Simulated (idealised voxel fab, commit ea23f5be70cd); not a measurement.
process module | voxel fin reveal
cross-section cut | 295 nm wide | cells 5 nm
A cross-section is a grid of square cells, given in bands from the top down. A band is one or more rows of cells.
Each band's line starts with the height of the band's top and of its bottom, in nm. Then come its materials from left to right, each with its width in nm. One material with "throughout" fills the band from edge to edge. "air" is empty space.
Height 0 is the level under which the wafer as received is all one material. The lowest band goes on downwards, as in "0 down".
A width such as "30 to 40" changes by the same amount from each row of cells to the next, from the band's top row to its bottom row.
"no change" after a step means that no cell of the cross-section changed.
closed voids: empty space of 8 cells or more with no open way to the top, each as width x height at its distance from the left edge, in nm
after a step's settings: what the simulator itself notes on the step
overlay nm, on a step with a mask: how far to the right of its planned place the mask lay; to the left if negative
plan
1 op RECEIVE | material Si
2 op CONFORMAL_DEP | material SiN | thk nm 5
3 op PATTERN | tone cover | mask id FINS | material resist | width nm 15 | pitch nm 40 | thk nm 15 | overlay nm 0
4 op DIRECTIONAL_ETCH | etch materials SiN | depth nm 5
5 op DIRECTIONAL_ETCH | etch materials Si | depth nm 40
6 op STRIP | etch materials resist
7 op FILL_DEP | material SiO2 | thk nm 5
8 op CMP | height nm 5
9 op SELECTIVE_ETCH | etch materials SiO2 | depth nm 30
10 op STRIP | etch materials SiN
11 op CONFORMAL_DEP | material SiO2 | thk nm 5
first wafer, as planned
as received, after step 1
  0 down: Si throughout
  closed voids: none
after step 2
  5 to 0: SiN throughout
  below 0: unchanged
after step 3
  20 to 5: air 80 | resist 15 | air 25 | resist 15 | air 25 | resist 15 | air 25 | resist 15 | air 80
  below 5: unchanged
after step 4
  20 to 5: air 80 | resist 15 | air 25 | resist 15 | air 25 | resist 15 | air 25 | resist 15 | air 80
  5 to 0: air 80 | SiN 15 | air 25 | SiN 15 | air 25 | SiN 15 | air 25 | SiN 15 | air 80
  below 0: unchanged
after step 5
  20 to 5: air 80 | resist 15 | air 25 | resist 15 | air 25 | resist 15 | air 25 | resist 15 | air 80
  5 to 0: air 80 | SiN 15 | air 25 | SiN 15 | air 25 | SiN 15 | air 25 | SiN 15 | air 80
  0 to -40: air 80 | Si 15 | air 25 | Si 15 | air 25 | Si 15 | air 25 | Si 15 | air 80
  below -40: unchanged
after step 6
  5 to 0: air 80 | SiN 15 | air 25 | SiN 15 | air 25 | SiN 15 | air 25 | SiN 15 | air 80
  below 0: unchanged
after step 7
  10 to 5: SiO2 throughout
  5 to 0: SiO2 80 | SiN 15 | SiO2 25 | SiN 15 | SiO2 25 | SiN 15 | SiO2 25 | SiN 15 | SiO2 80
  0 to -40: SiO2 80 | Si 15 | SiO2 25 | Si 15 | SiO2 25 | Si 15 | SiO2 25 | Si 15 | SiO2 80
  below -40: unchanged
after step 8
  5 to 0: SiO2 80 | SiN 15 | SiO2 25 | SiN 15 | SiO2 25 | SiN 15 | SiO2 25 | SiN 15 | SiO2 80
  below 0: unchanged
after step 9
  5 to 0: air 80 | SiN 15 | air 25 | SiN 15 | air 25 | SiN 15 | air 25 | SiN 15 | air 80
  0 to -25: air 80 | Si 15 | air 25 | Si 15 | air 25 | Si 15 | air 25 | Si 15 | air 80
  below -25: unchanged
after step 10
  0 to -25: air 80 | Si 15 | air 25 | Si 15 | air 25 | Si 15 | air 25 | Si 15 | air 80
  below -25: unchanged
after step 11
  5 to 0: air 75 | SiO2 25 | air 15 | SiO2 25 | air 15 | SiO2 25 | air 15 | SiO2 25 | air 75
  0 to -20: air 75 | SiO2 5 | Si 15 | SiO2 5 | air 15 | SiO2 5 | Si 15 | SiO2 5 | air 15 | SiO2 5 | Si 15 | SiO2 5 | air 15 | SiO2 5 | Si 15 | SiO2 5 | air 75
  -20 to -40: SiO2 80 | Si 15 | SiO2 25 | Si 15 | SiO2 25 | Si 15 | SiO2 25 | Si 15 | SiO2 80
  below -40: unchanged
second wafer: like start, like plan, one mistake. Through step 2 it matches the first wafer
when step 3 should have ended
  20 to 5: air 75 | resist 15 | air 25 | resist 15 | air 25 | resist 15 | air 25 | resist 15 | air 85
  below 5: unchanged
when step 4 should have ended
  20 to 5: air 75 | resist 15 | air 25 | resist 15 | air 25 | resist 15 | air 25 | resist 15 | air 85
  5 to 0: air 75 | SiN 15 | air 25 | SiN 15 | air 25 | SiN 15 | air 25 | SiN 15 | air 85
  below 0: unchanged
when step 5 should have ended
  20 to 5: air 75 | resist 15 | air 25 | resist 15 | air 25 | resist 15 | air 25 | resist 15 | air 85
  5 to 0: air 75 | SiN 15 | air 25 | SiN 15 | air 25 | SiN 15 | air 25 | SiN 15 | air 85
  0 to -40: air 75 | Si 15 | air 25 | Si 15 | air 25 | Si 15 | air 25 | Si 15 | air 85
  below -40: unchanged
when step 6 should have ended
  5 to 0: air 75 | SiN 15 | air 25 | SiN 15 | air 25 | SiN 15 | air 25 | SiN 15 | air 85
  below 0: unchanged
when step 7 should have ended
  10 to 5: SiO2 throughout
  5 to 0: SiO2 75 | SiN 15 | SiO2 25 | SiN 15 | SiO2 25 | SiN 15 | SiO2 25 | SiN 15 | SiO2 85
  0 to -40: SiO2 75 | Si 15 | SiO2 25 | Si 15 | SiO2 25 | Si 15 | SiO2 25 | Si 15 | SiO2 85
  below -40: unchanged
when step 8 should have ended
  5 to 0: SiO2 75 | SiN 15 | SiO2 25 | SiN 15 | SiO2 25 | SiN 15 | SiO2 25 | SiN 15 | SiO2 85
  below 0: unchanged
when step 9 should have ended
  5 to 0: air 75 | SiN 15 | air 25 | SiN 15 | air 25 | SiN 15 | air 25 | SiN 15 | air 85
  0 to -25: air 75 | Si 15 | air 25 | Si 15 | air 25 | Si 15 | air 25 | Si 15 | air 85
  below -25: unchanged
when step 10 should have ended
  0 to -25: air 75 | Si 15 | air 25 | Si 15 | air 25 | Si 15 | air 25 | Si 15 | air 85
  below -25: unchanged
when step 11 should have ended
  5 to 0: air 70 | SiO2 25 | air 15 | SiO2 25 | air 15 | SiO2 25 | air 15 | SiO2 25 | air 80
  0 to -20: air 70 | SiO2 5 | Si 15 | SiO2 5 | air 15 | SiO2 5 | Si 15 | SiO2 5 | air 15 | SiO2 5 | Si 15 | SiO2 5 | air 15 | SiO2 5 | Si 15 | SiO2 5 | air 80
  -20 to -40: SiO2 75 | Si 15 | SiO2 25 | Si 15 | SiO2 25 | Si 15 | SiO2 25 | Si 15 | SiO2 85
  below -40: unchanged
what went wrong: step 3 ran as: op PATTERN | tone cover | mask id FINS | material resist | width nm 15 | pitch nm 40 | thk nm 15 | overlay nm -5
at the end the second wafer has, in cells: as many of each material as the first, in other places
